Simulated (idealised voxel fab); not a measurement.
Process module under the name voxel capacitor over wiring
235 nm wide, 5 nm square cells: that's cross-section cut.
Just so we're on the same page, the cross-sections are grids of square cells, and they're listed out in bands top to bottom, each band one or more rows deep. The band entry comprises the height of the band's top followed by the height of its bottom, expressed in nm, and subsequently the band's materials from left to right, each stated together with its width in nm. Where a single material is marked with the word "edge to edge", that material fills the band from edge to edge. The word "empty" represents empty space. Height reference: 0 = level under which incoming wafer is all one material. Lowest band: no bottom, runs on downward, e.g. "0 down". You'd read "30 to 40" like this: the band's top row of cells is as wide as the first number, its bottom row is as wide as the second, and going down, every row changes width by the same amount as the row before did. Step note "no alterations made" = no cross-section cell changed. Closed internal cavities: empty space of 8 cells or more with no open way to the top, each as width x height at its distance from the left edge, in nm. Past the settings on a step's line: simulator remark, on that step. overlay nm: on a step with a mask, how far right of its planned place the mask lay; negative means left. Reading key. Pairs: pre-step and post-step cross-section, one process step apart; post-step view only to lowest changed band. Step between + settings: beneath pair. Runs: pairs may be from different runs of this module, same starting wafer. Continuation from pair above: only where "State before" entry says.
STATE BEFORE
	75 to 65  75 empty, 55 TiN, 105 empty
	65 to 60  75 empty, 55 SiN, 105 empty
	60 to 50  70 empty, 65 TiN, 100 empty
	50 to 40  75 SiO2, 5 TiN, 5 Ru, 5 TiN, 145 SiO2
	40 to 35  75 SiCN, 15 TiN, 145 SiCN
	35 to 20  65 lowk, 25 Ru, 50 lowk, 25 Ru, 70 lowk
	20 to 15  65 lowk, 25 TiN, 50 lowk, 25 TiN, 70 lowk
	15 to 0  SiO2 edge to edge
	0 down  Si edge to edge
	Closed internal cavities: none
POST-STEP SNAPSHOT
	90 to 75  SiO2 edge to edge
	75 to 65  75 SiO2, 55 TiN, 105 SiO2
	65 to 60  75 SiO2, 55 SiN, 105 SiO2
	60 to 50  70 SiO2, 65 TiN, 100 SiO2
	Below a height of 50, the structure has not been altered.
	Closed internal cavities: none
The structure shown above changes from one cross-section to the other through FILL_DEP,material SiO2,thk nm 15
State before: the pre-step structure is the one depicted after the step in the pair just above.
POST-STEP SNAPSHOT
	85 to 75  SiO2 edge to edge
	Below a height of 75, the structure has not been altered.
	Closed internal cavities: none
The structure shown above changes from one cross-section to the other through CMP,height nm 85
State before: the pre-step structure is the one depicted after the step in the pair just above.
POST-STEP SNAPSHOT
	100 to 85  85 resist, 15 empty, 135 resist
	Below a height of 85, the structure has not been altered.
	Closed internal cavities: none
The structure shown above changes from one cross-section to the other through PATTERN,tone open,mask id PLUG_2,material resist,width nm 15,thk nm 15,overlay nm 0
State before: the pre-step structure is the one depicted after the step in the pair just above.
POST-STEP SNAPSHOT
	100 to 85  85 resist, 15 empty, 135 resist
	85 to 75  85 SiO2, 15 empty, 135 SiO2
	Below a height of 75, the structure has not been altered.
	Closed internal cavities: none
The structure shown above changes from one cross-section to the other through DIRECTIONAL_ETCH,etch materials SiO2,depth nm 10
State before: the pre-step structure is the one depicted after the step in the pair just above.
POST-STEP SNAPSHOT
	85 to 75  85 SiO2, 15 empty, 135 SiO2
	Below a height of 75, the structure has not been altered.
	Closed internal cavities: none
The structure shown above changes from one cross-section to the other through STRIP,etch materials resist
State before: the pre-step structure is the one depicted after the step in the pair just above.
POST-STEP SNAPSHOT
	90 to 85  90 TiN, 5 empty, 140 TiN
	85 to 80  85 SiO2, 5 TiN, 5 empty, 5 TiN, 135 SiO2
	80 to 75  85 SiO2, 15 TiN, 135 SiO2
	Below a height of 75, the structure has not been altered.
	Closed internal cavities: none
The structure shown above changes from one cross-section to the other through CONFORMAL_DEP,material TiN,thk nm 5
State before: the pre-step structure is the one depicted after the step in the pair just above.
POST-STEP SNAPSHOT
	95 to 90  Ru edge to edge
	90 to 85  90 TiN, 5 Ru, 140 TiN
	85 to 80  85 SiO2, 5 TiN, 5 Ru, 5 TiN, 135 SiO2
	Below a height of 80, the structure has not been altered.
	Closed internal cavities: none
The structure shown above changes from one cross-section to the other through FILL_DEP,material Ru,thk nm 5
State before: the pre-step structure is the one depicted after the step in the pair just above.
POST-STEP SNAPSHOT
	85 to 80  85 SiO2, 5 TiN, 5 Ru, 5 TiN, 135 SiO2
	Below a height of 80, the structure has not been altered.
	Closed internal cavities: none
The structure shown above changes from one cross-section to the other through CMP,height nm 85
State before: the pre-step structure is the one depicted after the step in the pair just above.
POST-STEP SNAPSHOT
	90 to 85  SiN edge to edge
	Below a height of 85, the structure has not been altered.
	Closed internal cavities: none
The structure shown above changes from one cross-section to the other through CONFORMAL_DEP,material SiN,thk nm 5
STATE BEFORE
	75 to 65  75 empty, 55 TiN, 105 empty
	65 to 60  75 empty, 55 SiN, 105 empty
	60 to 50  TiN edge to edge
	50 to 40  75 SiO2, 5 TiN, 5 Ru, 5 TiN, 145 SiO2
	40 to 35  75 SiCN, 15 TiN, 145 SiCN
	35 to 15  65 lowk, 25 Ru, 50 lowk, 25 Ru, 70 lowk
	15 to 10  65 lowk, 25 TiN, 50 lowk, 25 TiN, 70 lowk
	10 to 0  SiO2 edge to edge
	0 down  Si edge to edge
	Closed internal cavities: none
POST-STEP SNAPSHOT
	95 to 75  75 empty, 60 resist, 100 empty
	75 to 65  75 empty, 55 TiN, 5 resist, 100 empty
	65 to 60  75 empty, 55 SiN, 5 resist, 100 empty
	Below a height of 60, the structure has not been altered.
	Closed internal cavities: none
The structure shown above changes from one cross-section to the other through PATTERN,tone cover,mask id LOWER_PLATE,material resist,width nm 60,thk nm 20,overlay nm 0
State before: the pre-step structure is the one depicted after the step in the pair just above.
POST-STEP SNAPSHOT
	95 to 75  75 empty, 60 resist, 100 empty
	75 to 65  75 empty, 55 TiN, 5 resist, 100 empty
	65 to 60  75 empty, 55 SiN, 5 resist, 100 empty
	60 to 50  75 empty, 60 TiN, 100 empty
	Below a height of 50, the structure has not been altered.
	Closed internal cavities: none
The structure shown above changes from one cross-section to the other through DIRECTIONAL_ETCH,etch materials TiN,depth nm 10
State before: the pre-step structure is the one depicted after the step in the pair just above.
POST-STEP SNAPSHOT
	75 to 65  75 empty, 55 TiN, 105 empty
	65 to 60  75 empty, 55 SiN, 105 empty
	Below a height of 60, the structure has not been altered.
	Closed internal cavities: none
The structure shown above changes from one cross-section to the other through STRIP,etch materials resist
State before: the pre-step structure is the one depicted after the step in the pair just above.
POST-STEP SNAPSHOT
	90 to 75  SiO2 edge to edge
	75 to 65  75 SiO2, 55 TiN, 105 SiO2
	65 to 60  75 SiO2, 55 SiN, 105 SiO2
	60 to 50  75 SiO2, 60 TiN, 100 SiO2
	Below a height of 50, the structure has not been altered.
	Closed internal cavities: none
The structure shown above changes from one cross-section to the other through FILL_DEP,material SiO2,thk nm 15
State before: the pre-step structure is the one depicted after the step in the pair just above.
POST-STEP SNAPSHOT
	85 to 75  SiO2 edge to edge
	Below a height of 75, the structure has not been altered.
	Closed internal cavities: none
The structure shown above changes from one cross-section to the other through CMP,height nm 85
State before: the pre-step structure is the one depicted after the step in the pair just above.
POST-STEP SNAPSHOT
	100 to 85  85 resist, 15 empty, 135 resist
	Below a height of 85, the structure has not been altered.
	Closed internal cavities: none
The structure shown above changes from one cross-section to the other through PATTERN,tone open,mask id PLUG_2,material resist,width nm 15,thk nm 15,overlay nm 0
State before: the pre-step structure is the one depicted after the step in the pair just above.
POST-STEP SNAPSHOT
	100 to 85  85 resist, 15 empty, 135 resist
	85 to 75  85 SiO2, 15 empty, 135 SiO2
	Below a height of 75, the structure has not been altered.
	Closed internal cavities: none
The structure shown above changes from one cross-section to the other through DIRECTIONAL_ETCH,etch materials SiO2,depth nm 10
State before: the pre-step structure is the one depicted after the step in the pair just above.
POST-STEP SNAPSHOT
	85 to 75  85 SiO2, 15 empty, 135 SiO2
	Below a height of 75, the structure has not been altered.
	Closed internal cavities: none
The structure shown above changes from one cross-section to the other through STRIP,etch materials resist
State before: the pre-step structure is the one depicted after the step in the pair just above.
POST-STEP SNAPSHOT
	90 to 85  90 TiN, 5 empty, 140 TiN
	85 to 80  85 SiO2, 5 TiN, 5 empty, 5 TiN, 135 SiO2
	80 to 75  85 SiO2, 15 TiN, 135 SiO2
	Below a height of 75, the structure has not been altered.
	Closed internal cavities: none
The structure shown above changes from one cross-section to the other through CONFORMAL_DEP,material TiN,thk nm 5
State before: the pre-step structure is the one depicted after the step in the pair just above.
POST-STEP SNAPSHOT
	95 to 90  Ru edge to edge
	90 to 85  90 TiN, 5 Ru, 140 TiN
	85 to 80  85 SiO2, 5 TiN, 5 Ru, 5 TiN, 135 SiO2
	Below a height of 80, the structure has not been altered.
	Closed internal cavities: none
The structure shown above changes from one cross-section to the other through FILL_DEP,material Ru,thk nm 5
State before: the pre-step structure is the one depicted after the step in the pair just above.
POST-STEP SNAPSHOT
	85 to 80  85 SiO2, 5 TiN, 5 Ru, 5 TiN, 135 SiO2
	Below a height of 80, the structure has not been altered.
	Closed internal cavities: none
The structure shown above changes from one cross-section to the other through CMP,height nm 85
State before: the pre-step structure is the one depicted after the step in the pair just above.
POST-STEP SNAPSHOT
	90 to 85  SiN edge to edge
	Below a height of 85, the structure has not been altered.
	Closed internal cavities: none
The structure shown above changes from one cross-section to the other through CONFORMAL_DEP,material SiN,thk nm 5
STATE BEFORE
	50 to 40  SiO2 edge to edge
	40 to 35  SiCN edge to edge
	35 to 15  65 lowk, 25 Ru, 50 lowk, 25 Ru, 70 lowk
	15 to 10  65 lowk, 25 TiN, 50 lowk, 25 TiN, 70 lowk
	10 to 0  SiO2 edge to edge
	0 down  Si edge to edge
	Closed internal cavities: none
POST-STEP SNAPSHOT
	70 to 50  85 resist, 15 empty, 135 resist
	Below a height of 50, the structure has not been altered.
	Closed internal cavities: none
The structure shown above changes from one cross-section to the other through PATTERN,tone open,mask id PLUG_1,material resist,width nm 15,thk nm 20,overlay nm 10
State before: the pre-step structure is the one depicted after the step in the pair just above.
POST-STEP SNAPSHOT
	70 to 50  85 resist, 15 empty, 135 resist
	50 to 40  85 SiO2, 15 empty, 135 SiO2
	Below a height of 40, the structure has not been altered.
	Closed internal cavities: none
The structure shown above changes from one cross-section to the other through DIRECTIONAL_ETCH,etch materials SiO2,depth nm 10
State before: the pre-step structure is the one depicted after the step in the pair just above.
POST-STEP SNAPSHOT
	70 to 50  85 resist, 15 empty, 135 resist
	50 to 40  85 SiO2, 15 empty, 135 SiO2
	40 to 35  85 SiCN, 15 empty, 135 SiCN
	Below a height of 35, the structure has not been altered.
	Closed internal cavities: none
The structure shown above changes from one cross-section to the other through DIRECTIONAL_ETCH,etch materials SiCN,depth nm 5
State before: the pre-step structure is the one depicted after the step in the pair just above.
POST-STEP SNAPSHOT
	50 to 40  85 SiO2, 15 empty, 135 SiO2
	Below a height of 40, the structure has not been altered.
	Closed internal cavities: none
The structure shown above changes from one cross-section to the other through STRIP,etch materials resist
State before: the pre-step structure is the one depicted after the step in the pair just above.
POST-STEP SNAPSHOT
	55 to 50  90 TiN, 5 empty, 140 TiN
	50 to 40  85 SiO2, 5 TiN, 5 empty, 5 TiN, 135 SiO2
	40 to 35  85 SiCN, 15 TiN, 135 SiCN
	Below a height of 35, the structure has not been altered.
	Closed internal cavities: none
The structure shown above changes from one cross-section to the other through CONFORMAL_DEP,material TiN,thk nm 5
State before: the pre-step structure is the one depicted after the step in the pair just above.
POST-STEP SNAPSHOT
	60 to 55  Ru edge to edge
	55 to 50  90 TiN, 5 Ru, 140 TiN
	50 to 40  85 SiO2, 5 TiN, 5 Ru, 5 TiN, 135 SiO2
	Below a height of 40, the structure has not been altered.
	Closed internal cavities: none
The structure shown above changes from one cross-section to the other through FILL_DEP,material Ru,thk nm 5
State before: the pre-step structure is the one depicted after the step in the pair just above.
POST-STEP SNAPSHOT
	50 to 40  85 SiO2, 5 TiN, 5 Ru, 5 TiN, 135 SiO2
	Below a height of 40, the structure has not been altered.
	Closed internal cavities: none
The structure shown above changes from one cross-section to the other through CMP,height nm 50
State before: the pre-step structure is the one depicted after the step in the pair just above.
POST-STEP SNAPSHOT
	60 to 50  TiN edge to edge
	Below a height of 50, the structure has not been altered.
	Closed internal cavities: none
The structure shown above changes from one cross-section to the other through DIRECTIONAL_DEP,material TiN,thk nm 10
State before: the pre-step structure is the one depicted after the step in the pair just above.
POST-STEP SNAPSHOT
	65 to 60  SiN edge to edge
	Below a height of 60, the structure has not been altered.
	Closed internal cavities: none
The structure shown above changes from one cross-section to the other through DIRECTIONAL_DEP,material SiN,thk nm 5
State before: the pre-step structure is the one depicted after the step in the pair just above.
POST-STEP SNAPSHOT
	75 to 65  TiN edge to edge
	Below a height of 65, the structure has not been altered.
	Closed internal cavities: none
The structure shown above changes from one cross-section to the other through DIRECTIONAL_DEP,material TiN,thk nm 10
State before: the pre-step structure is the one depicted after the step in the pair just above.
POST-STEP SNAPSHOT
	75 to 65  75 empty, 55 TiN, 105 empty
	Below a height of 65, the structure has not been altered.
	Closed internal cavities: none
The structure shown above changes from one cross-section to the other through MASKED_ETCH,tone cover,mask id UPPER_PLATE,width nm 55,etch materials TiN,depth nm 10,overlay nm 0
State before: the pre-step structure is the one depicted after the step in the pair just above.
POST-STEP SNAPSHOT
	75 to 65  75 empty, 55 TiN, 105 empty
	65 to 60  75 empty, 55 SiN, 105 empty
	Below a height of 60, the structure has not been altered.
	Closed internal cavities: none
The structure shown above changes from one cross-section to the other through MASKED_ETCH,tone cover,mask id UPPER_PLATE,width nm 55,etch materials SiN,depth nm 5,overlay nm 0
State before: the pre-step structure is the one depicted after the step in the pair just above.
POST-STEP SNAPSHOT
	95 to 75  70 empty, 65 resist, 100 empty
	75 to 65  70 empty, 5 resist, 55 TiN, 5 resist, 100 empty
	65 to 60  70 empty, 5 resist, 55 SiN, 5 resist, 100 empty
	Below a height of 60, the structure has not been altered.
	Closed internal cavities: none
The structure shown above changes from one cross-section to the other through PATTERN,tone cover,mask id LOWER_PLATE,material resist,width nm 65,thk nm 20,overlay nm 0
State before: the pre-step structure is the one depicted after the step in the pair just above.
POST-STEP SNAPSHOT
	95 to 75  70 empty, 65 resist, 100 empty
	75 to 65  70 empty, 5 resist, 55 TiN, 5 resist, 100 empty
	65 to 60  70 empty, 5 resist, 55 SiN, 5 resist, 100 empty
	60 to 50  70 empty, 65 TiN, 100 empty
	Below a height of 50, the structure has not been altered.
	Closed internal cavities: none
The structure shown above changes from one cross-section to the other through DIRECTIONAL_ETCH,etch materials TiN,depth nm 10
State before: the pre-step structure is the one depicted after the step in the pair just above.
POST-STEP SNAPSHOT
	75 to 65  75 empty, 55 TiN, 105 empty
	65 to 60  75 empty, 55 SiN, 105 empty
	Below a height of 60, the structure has not been altered.
	Closed internal cavities: none
The structure shown above changes from one cross-section to the other through STRIP,etch materials resist
State before: the pre-step structure is the one depicted after the step in the pair just above.
POST-STEP SNAPSHOT
	90 to 75  SiO2 edge to edge
	75 to 65  75 SiO2, 55 TiN, 105 SiO2
	65 to 60  75 SiO2, 55 SiN, 105 SiO2
	60 to 50  70 SiO2, 65 TiN, 100 SiO2
	Below a height of 50, the structure has not been altered.
	Closed internal cavities: none
The structure shown above changes from one cross-section to the other through FILL_DEP,material SiO2,thk nm 15
State before: the pre-step structure is the one depicted after the step in the pair just above.
POST-STEP SNAPSHOT
	85 to 75  SiO2 edge to edge
	Below a height of 75, the structure has not been altered.
	Closed internal cavities: none
The structure shown above changes from one cross-section to the other through CMP,height nm 85
State before: the pre-step structure is the one depicted after the step in the pair just above.
POST-STEP SNAPSHOT
	100 to 85  85 resist, 15 empty, 135 resist
	Below a height of 85, the structure has not been altered.
	Closed internal cavities: none
The structure shown above changes from one cross-section to the other through PATTERN,tone open,mask id PLUG_2,material resist,width nm 15,thk nm 15,overlay nm 0
State before: the pre-step structure is the one depicted after the step in the pair just above.
POST-STEP SNAPSHOT
	100 to 85  85 resist, 15 empty, 135 resist
	85 to 75  85 SiO2, 15 empty, 135 SiO2
	Below a height of 75, the structure has not been altered.
	Closed internal cavities: none
The structure shown above changes from one cross-section to the other through DIRECTIONAL_ETCH,etch materials SiO2,depth nm 10
State before: the pre-step structure is the one depicted after the step in the pair just above.
POST-STEP SNAPSHOT
	85 to 75  85 SiO2, 15 empty, 135 SiO2
	Below a height of 75, the structure has not been altered.
	Closed internal cavities: none
The structure shown above changes from one cross-section to the other through STRIP,etch materials resist
State before: the pre-step structure is the one depicted after the step in the pair just above.
POST-STEP SNAPSHOT
	90 to 85  90 TiN, 5 empty, 140 TiN
	85 to 80  85 SiO2, 5 TiN, 5 empty, 5 TiN, 135 SiO2
	80 to 75  85 SiO2, 15 TiN, 135 SiO2
	Below a height of 75, the structure has not been altered.
	Closed internal cavities: none
The structure shown above changes from one cross-section to the other through CONFORMAL_DEP,material TiN,thk nm 5
State before: the pre-step structure is the one depicted after the step in the pair just above.
POST-STEP SNAPSHOT
	95 to 90  Ru edge to edge
	90 to 85  90 TiN, 5 Ru, 140 TiN
	85 to 80  85 SiO2, 5 TiN, 5 Ru, 5 TiN, 135 SiO2
	Below a height of 80, the structure has not been altered.
	Closed internal cavities: none
The structure shown above changes from one cross-section to the other through FILL_DEP,material Ru,thk nm 5
State before: the pre-step structure is the one depicted after the step in the pair just above.
POST-STEP SNAPSHOT
	85 to 80  85 SiO2, 5 TiN, 5 Ru, 5 TiN, 135 SiO2
	Below a height of 80, the structure has not been altered.
	Closed internal cavities: none
The structure shown above changes from one cross-section to the other through CMP,height nm 85
State before: the pre-step structure is the one depicted after the step in the pair just above.
POST-STEP SNAPSHOT
	90 to 85  SiN edge to edge
	Below a height of 85, the structure has not been altered.
	Closed internal cavities: none
The structure shown above changes from one cross-section to the other through CONFORMAL_DEP,material SiN,thk nm 5
STATE BEFORE
	0 down  Si edge to edge
	Closed internal cavities: none
POST-STEP SNAPSHOT
	10 to 0  TiN edge to edge
	Below a height of 0, the structure has not been altered.
	Closed internal cavities: none
The structure shown above changes from one cross-section to the other through CONFORMAL_DEP,material TiN,thk nm 10
State before: the pre-step structure is the one depicted after the step in the pair just above.
POST-STEP SNAPSHOT
	15 to 0  TiN edge to edge
	Below a height of 0, the structure has not been altered.
	Closed internal cavities: none
The structure shown above changes from one cross-section to the other through DIRECTIONAL_DEP,material TiN,thk nm 5
State before: the pre-step structure is the one depicted after the step in the pair just above.
POST-STEP SNAPSHOT
	35 to 15  Ru edge to edge
	Below a height of 15, the structure has not been altered.
	Closed internal cavities: none
The structure shown above changes from one cross-section to the other through DIRECTIONAL_DEP,material Ru,thk nm 20
State before: the pre-step structure is the one depicted after the step in the pair just above.
POST-STEP SNAPSHOT
	35 to 15  65 empty, 25 Ru, 50 empty, 25 Ru, 70 empty
	Below a height of 15, the structure has not been altered.
	Closed internal cavities: none
The structure shown above changes from one cross-section to the other through MASKED_ETCH,tone cover,mask id METAL_1,width nm 25,pitch nm 75,etch materials Ru,depth nm 20,overlay nm 0
State before: the pre-step structure is the one depicted after the step in the pair just above.
POST-STEP SNAPSHOT
	35 to 15  65 empty, 25 Ru, 50 empty, 25 Ru, 70 empty
	15 to 10  65 empty, 25 TiN, 50 empty, 25 TiN, 70 empty
	Below a height of 10, the structure has not been altered.
	Closed internal cavities: none
The structure shown above changes from one cross-section to the other through MASKED_ETCH,tone cover,mask id METAL_1,width nm 25,pitch nm 75,etch materials TiN,depth nm 5,overlay nm 0
State before: the pre-step structure is the one depicted after the step in the pair just above.
POST-STEP SNAPSHOT
	40 to 35  lowk edge to edge
	35 to 15  65 lowk, 25 Ru, 50 lowk, 25 Ru, 70 lowk
	15 to 10  65 lowk, 25 TiN, 50 lowk, 25 TiN, 70 lowk
	Below a height of 10, the structure has not been altered.
	Closed internal cavities: none
The structure shown above changes from one cross-section to the other through FILL_DEP,material lowk,thk nm 5
State before: the pre-step structure is the one depicted after the step in the pair just above.
POST-STEP SNAPSHOT
	35 to 15  65 lowk, 25 Ru, 50 lowk, 25 Ru, 70 lowk
	Below a height of 15, the structure has not been altered.
	Closed internal cavities: none
The structure shown above changes from one cross-section to the other through CMP,height nm 35
State before: the pre-step structure is the one depicted after the step in the pair just above.
POST-STEP SNAPSHOT
	40 to 35  SiCN edge to edge
	Below a height of 35, the structure has not been altered.
	Closed internal cavities: none
The structure shown above changes from one cross-section to the other through CONFORMAL_DEP,material SiCN,thk nm 5
State before: the pre-step structure is the one depicted after the step in the pair just above.
POST-STEP SNAPSHOT
	50 to 40  SiO2 edge to edge
	Below a height of 40, the structure has not been altered.
	Closed internal cavities: none
The structure shown above changes from one cross-section to the other through DIRECTIONAL_DEP,material SiO2,thk nm 10
State before: the pre-step structure is the one depicted after the step in the pair just above.
POST-STEP SNAPSHOT
	70 to 50  75 resist, 15 empty, 145 resist
	Below a height of 50, the structure has not been altered.
	Closed internal cavities: none
The structure shown above changes from one cross-section to the other through PATTERN,tone open,mask id PLUG_1,material resist,width nm 15,thk nm 20,overlay nm 0
State before: the pre-step structure is the one depicted after the step in the pair just above.
POST-STEP SNAPSHOT
	70 to 50  75 resist, 15 empty, 145 resist
	50 to 40  75 SiO2, 15 empty, 145 SiO2
	Below a height of 40, the structure has not been altered.
	Closed internal cavities: none
The structure shown above changes from one cross-section to the other through DIRECTIONAL_ETCH,etch materials SiO2,depth nm 10
State before: the pre-step structure is the one depicted after the step in the pair just above.
POST-STEP SNAPSHOT
	70 to 50  75 resist, 15 empty, 145 resist
	50 to 40  75 SiO2, 15 empty, 145 SiO2
	40 to 35  75 SiCN, 15 empty, 145 SiCN
	Below a height of 35, the structure has not been altered.
	Closed internal cavities: none
The structure shown above changes from one cross-section to the other through DIRECTIONAL_ETCH,etch materials SiCN,depth nm 5
State before: the pre-step structure is the one depicted after the step in the pair just above.
POST-STEP SNAPSHOT
	50 to 40  75 SiO2, 15 empty, 145 SiO2
	Below a height of 40, the structure has not been altered.
	Closed internal cavities: none
The structure shown above changes from one cross-section to the other through STRIP,etch materials resist
State before: the pre-step structure is the one depicted after the step in the pair just above.
POST-STEP SNAPSHOT
	55 to 50  80 TiN, 5 empty, 150 TiN
	50 to 40  75 SiO2, 5 TiN, 5 empty, 5 TiN, 145 SiO2
	40 to 35  75 SiCN, 15 TiN, 145 SiCN
	Below a height of 35, the structure has not been altered.
	Closed internal cavities: none
The structure shown above changes from one cross-section to the other through CONFORMAL_DEP,material TiN,thk nm 5
State before: the pre-step structure is the one depicted after the step in the pair just above.
POST-STEP SNAPSHOT
	60 to 55  Ru edge to edge
	55 to 50  80 TiN, 5 Ru, 150 TiN
	50 to 40  75 SiO2, 5 TiN, 5 Ru, 5 TiN, 145 SiO2
	Below a height of 40, the structure has not been altered.
	Closed internal cavities: none
The structure shown above changes from one cross-section to the other through FILL_DEP,material Ru,thk nm 5
State before: the pre-step structure is the one depicted after the step in the pair just above.
POST-STEP SNAPSHOT
	50 to 40  75 SiO2, 5 TiN, 5 Ru, 5 TiN, 145 SiO2
	Below a height of 40, the structure has not been altered.
	Closed internal cavities: none
The structure shown above changes from one cross-section to the other through CMP,height nm 50
State before: the pre-step structure is the one depicted after the step in the pair just above.
POST-STEP SNAPSHOT
	60 to 50  TiN edge to edge
	Below a height of 50, the structure has not been altered.
	Closed internal cavities: none
The structure shown above changes from one cross-section to the other through DIRECTIONAL_DEP,material TiN,thk nm 10
State before: the pre-step structure is the one depicted after the step in the pair just above.
POST-STEP SNAPSHOT
	65 to 60  SiN edge to edge
	Below a height of 60, the structure has not been altered.
	Closed internal cavities: none
The structure shown above changes from one cross-section to the other through DIRECTIONAL_DEP,material SiN,thk nm 5
State before: the pre-step structure is the one depicted after the step in the pair just above.
POST-STEP SNAPSHOT
	75 to 65  TiN edge to edge
	Below a height of 65, the structure has not been altered.
	Closed internal cavities: none
The structure shown above changes from one cross-section to the other through DIRECTIONAL_DEP,material TiN,thk nm 10
State before: the pre-step structure is the one depicted after the step in the pair just above.
POST-STEP SNAPSHOT
	75 to 65  75 empty, 55 TiN, 105 empty
	Below a height of 65, the structure has not been altered.
	Closed internal cavities: none
The structure shown above changes from one cross-section to the other through MASKED_ETCH,tone cover,mask id UPPER_PLATE,width nm 55,etch materials TiN,depth nm 10,overlay nm 0
State before: the pre-step structure is the one depicted after the step in the pair just above.
POST-STEP SNAPSHOT
	75 to 65  75 empty, 55 TiN, 105 empty
	65 to 60  75 empty, 55 SiN, 105 empty
	Below a height of 60, the structure has not been altered.
	Closed internal cavities: none
The structure shown above changes from one cross-section to the other through MASKED_ETCH,tone cover,mask id UPPER_PLATE,width nm 55,etch materials SiN,depth nm 5,overlay nm 0
State before: the pre-step structure is the one depicted after the step in the pair just above.
POST-STEP SNAPSHOT
	95 to 75  70 empty, 65 resist, 100 empty
	75 to 65  70 empty, 5 resist, 55 TiN, 5 resist, 100 empty
	65 to 60  70 empty, 5 resist, 55 SiN, 5 resist, 100 empty
	Below a height of 60, the structure has not been altered.
	Closed internal cavities: none
The structure shown above changes from one cross-section to the other through PATTERN,tone cover,mask id LOWER_PLATE,material resist,width nm 65,thk nm 20,overlay nm 0
State before: the pre-step structure is the one depicted after the step in the pair just above.
POST-STEP SNAPSHOT
	95 to 75  70 empty, 65 resist, 100 empty
	75 to 65  70 empty, 5 resist, 55 TiN, 5 resist, 100 empty
	65 to 60  70 empty, 5 resist, 55 SiN, 5 resist, 100 empty
	60 to 50  70 empty, 65 TiN, 100 empty
	Below a height of 50, the structure has not been altered.
	Closed internal cavities: none
The structure shown above changes from one cross-section to the other through DIRECTIONAL_ETCH,etch materials TiN,depth nm 10
State before: the pre-step structure is the one depicted after the step in the pair just above.
POST-STEP SNAPSHOT
	75 to 65  75 empty, 55 TiN, 105 empty
	65 to 60  75 empty, 55 SiN, 105 empty
	Below a height of 60, the structure has not been altered.
	Closed internal cavities: none
The structure shown above changes from one cross-section to the other through STRIP,etch materials resist
State before: the pre-step structure is the one depicted after the step in the pair just above.
POST-STEP SNAPSHOT
	90 to 75  SiO2 edge to edge
	75 to 65  75 SiO2, 55 TiN, 105 SiO2
	65 to 60  75 SiO2, 55 SiN, 105 SiO2
	60 to 50  70 SiO2, 65 TiN, 100 SiO2
	Below a height of 50, the structure has not been altered.
	Closed internal cavities: none
The structure shown above changes from one cross-section to the other through FILL_DEP,material SiO2,thk nm 15
State before: the pre-step structure is the one depicted after the step in the pair just above.
POST-STEP SNAPSHOT
	85 to 75  SiO2 edge to edge
	Below a height of 75, the structure has not been altered.
	Closed internal cavities: none
The structure shown above changes from one cross-section to the other through CMP,height nm 85
State before: the pre-step structure is the one depicted after the step in the pair just above.
POST-STEP SNAPSHOT
	100 to 85  85 resist, 15 empty, 135 resist
	Below a height of 85, the structure has not been altered.
	Closed internal cavities: none
The structure shown above changes from one cross-section to the other through PATTERN,tone open,mask id PLUG_2,material resist,width nm 15,thk nm 15,overlay nm 0
State before: the pre-step structure is the one depicted after the step in the pair just above.
POST-STEP SNAPSHOT
	100 to 85  85 resist, 15 empty, 135 resist
	85 to 75  85 SiO2, 15 empty, 135 SiO2
	Below a height of 75, the structure has not been altered.
	Closed internal cavities: none
The structure shown above changes from one cross-section to the other through DIRECTIONAL_ETCH,etch materials SiO2,depth nm 10
State before: the pre-step structure is the one depicted after the step in the pair just above.
POST-STEP SNAPSHOT
	85 to 75  85 SiO2, 15 empty, 135 SiO2
	Below a height of 75, the structure has not been altered.
	Closed internal cavities: none
The structure shown above changes from one cross-section to the other through STRIP,etch materials resist
State before: the pre-step structure is the one depicted after the step in the pair just above.
POST-STEP SNAPSHOT
	90 to 85  90 TiN, 5 empty, 140 TiN
	85 to 80  85 SiO2, 5 TiN, 5 empty, 5 TiN, 135 SiO2
	80 to 75  85 SiO2, 15 TiN, 135 SiO2
	Below a height of 75, the structure has not been altered.
	Closed internal cavities: none
The structure shown above changes from one cross-section to the other through CONFORMAL_DEP,material TiN,thk nm 5
State before: the pre-step structure is the one depicted after the step in the pair just above.
POST-STEP SNAPSHOT
	95 to 90  Ru edge to edge
	90 to 85  90 TiN, 5 Ru, 140 TiN
	85 to 80  85 SiO2, 5 TiN, 5 Ru, 5 TiN, 135 SiO2
	Below a height of 80, the structure has not been altered.
	Closed internal cavities: none
The structure shown above changes from one cross-section to the other through FILL_DEP,material Ru,thk nm 5
State before: the pre-step structure is the one depicted after the step in the pair just above.
POST-STEP SNAPSHOT
	85 to 80  85 SiO2, 5 TiN, 5 Ru, 5 TiN, 135 SiO2
	Below a height of 80, the structure has not been altered.
	Closed internal cavities: none
The structure shown above changes from one cross-section to the other through CMP,height nm 85
State before: the pre-step structure is the one depicted after the step in the pair just above.
POST-STEP SNAPSHOT
	90 to 85  SiN edge to edge
	Below a height of 85, the structure has not been altered.
	Closed internal cavities: none
The structure shown above changes from one cross-section to the other through CONFORMAL_DEP,material SiN,thk nm 5
STATE BEFORE
	85 to 75  SiO2 edge to edge
	75 to 65  75 SiO2, 55 TiN, 105 SiO2
	65 to 60  75 SiO2, 55 SiN, 105 SiO2
	60 to 50  70 SiO2, 65 TiN, 100 SiO2
	50 to 40  75 SiO2, 5 TiN, 5 Ru, 5 TiN, 145 SiO2
	40 to 35  75 SiCN, 15 TiN, 145 SiCN
	35 to 15  65 lowk, 25 Ru, 50 lowk, 25 Ru, 70 lowk
	15 to 10  65 lowk, 25 TiN, 50 lowk, 25 TiN, 70 lowk
	10 to 0  SiO2 edge to edge
	0 down  Si edge to edge
	Closed internal cavities: none
POST-STEP SNAPSHOT
	100 to 85  85 empty, 15 resist, 135 empty
	Below a height of 85, the structure has not been altered.
	Closed internal cavities: none
The structure shown above changes from one cross-section to the other through PATTERN,tone cover,mask id PLUG_2,material resist,width nm 15,thk nm 15,overlay nm 0
State before: the pre-step structure is the one depicted after the step in the pair just above.
POST-STEP SNAPSHOT
	100 to 85  85 empty, 15 resist, 135 empty
	85 to 75  85 empty, 15 SiO2, 135 empty
	Below a height of 75, the structure has not been altered.
	Closed internal cavities: none
The structure shown above changes from one cross-section to the other through DIRECTIONAL_ETCH,etch materials SiO2,depth nm 10
State before: the pre-step structure is the one depicted after the step in the pair just above.
POST-STEP SNAPSHOT
	85 to 75  85 empty, 15 SiO2, 135 empty
	Below a height of 75, the structure has not been altered.
	Closed internal cavities: none
The structure shown above changes from one cross-section to the other through STRIP,etch materials resist
